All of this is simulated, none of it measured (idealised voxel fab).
process module | voxel self aligned vias
cross-section cut | 285 nm wide | cells 5 nm
A cross-section is a grid of square cells, given in bands from the top down. A band is one or more rows of cells.
Each band's line starts with the height of the band's top and of its bottom, in nm. Then come its materials from left to right, each with its width in nm. One material with "throughout" fills the band from edge to edge. "air" is empty space.
Height 0 is the level under which the wafer as received is all one material. The lowest band goes on downwards, as in "0 down".
A width such as "30 to 40" changes by the same amount from each row of cells to the next, from the band's top row to its bottom row.
"no change" after a step means that no cell of the cross-section changed.
closed voids: empty space of 8 cells or more with no open way to the top, each as width x height at its distance from the left edge, in nm
after a step's settings: what the simulator itself notes on the step
overlay nm, on a step with a mask: how far to the right of its planned place the mask lay; to the left if negative
plan
1 op RECEIVE | material Si
2 op CONFORMAL_DEP | material SiO2 | thk nm 10
3 op CONFORMAL_DEP | material SiCN | thk nm 5
4 op DIRECTIONAL_DEP | material SiO2 | thk nm 25
5 op DIRECTIONAL_DEP | material aC | thk nm 10
6 op PATTERN | tone open | mask id LINES | material resist | width nm 30 | pitch nm 75 | thk nm 30 | overlay nm 0
7 op DIRECTIONAL_ETCH | etch materials aC | depth nm 10
8 op STRIP | etch materials resist
9 op DIRECTIONAL_ETCH | etch materials SiO2 | depth nm 25
10 op STRIP | etch materials aC
11 op CONFORMAL_DEP | material TiN | thk nm 5
12 op FILL_DEP | material Ru | thk nm 10
13 op CMP | height nm 40
14 op SELECTIVE_ETCH | etch materials W Ru TiN | depth nm 10
15 op FILL_DEP | material SiN | thk nm 10
16 op CMP | height nm 40
17 op DIRECTIONAL_DEP | material SiO2 | thk nm 15
18 op PATTERN | tone open | mask id VIAS | material resist | width nm 50 | thk nm 15 | overlay nm 0
19 op DIRECTIONAL_ETCH | etch materials SiO2 | depth nm 15
20 op DIRECTIONAL_ETCH | etch materials SiN | depth nm 10
21 op STRIP | etch materials resist
22 op CONFORMAL_DEP | material TiN | thk nm 5
23 op FILL_DEP | material Ru | thk nm 10
24 op CMP | height nm 55
25 op CONFORMAL_DEP | material SiCN | thk nm 5
as received, after step 1
  0 down: Si throughout
  closed voids: none
first wafer at the end, as planned
  60 to 55: SiCN throughout
  55 to 45: SiO2 80 | TiN 5 | Ru 40 | TiN 5 | SiO2 155
  45 to 40: SiO2 80 | TiN 15 | Ru 20 | TiN 15 | SiO2 155
  40 to 35: SiO2 90 | TiN 5 | Ru 20 | TiN 5 | SiO2 45 | SiN 30 | SiO2 90
  35 to 30: SiO2 90 | TiN 30 | SiO2 45 | SiN 30 | SiO2 90
  30 to 20: SiO2 90 | TiN 5 | Ru 20 | TiN 5 | SiO2 45 | TiN 5 | Ru 20 | TiN 5 | SiO2 90
  20 to 15: SiO2 90 | TiN 30 | SiO2 45 | TiN 30 | SiO2 90
  15 to 10: SiCN throughout
  10 to 0: SiO2 throughout
  0 down: Si throughout
  closed voids: none
second wafer at the end: like start, like plan, one mistake
  60 to 55: SiCN throughout
  55 to 45: SiO2 80 | TiN 5 | Ru 40 | TiN 5 | SiO2 155
  45 to 40: SiO2 80 | TiN 15 | Ru 20 | TiN 15 | SiO2 155
  40 to 35: SiO2 90 | TiN 5 | Ru 20 | TiN 5 | SiO2 45 | SiN 30 | SiO2 90
  35 to 30: SiO2 90 | TiN 30 | SiO2 45 | SiN 30 | SiO2 90
  30 to 20: SiO2 90 | TiN 5 | Ru 20 | TiN 5 | SiO2 45 | TiN 5 | Ru 20 | TiN 5 | SiO2 90
  20 to 15: SiO2 90 | TiN 30 | SiO2 45 | TiN 30 | SiO2 90
  15 to 10: SiCN throughout
  10 to 0: W throughout
  0 down: Si throughout
  closed voids: none
what went wrong: step 2 ran as: op CONFORMAL_DEP | material W | thk nm 10
at the end the second wafer has, in cells: 114 fewer of SiO2 | 114 more of W
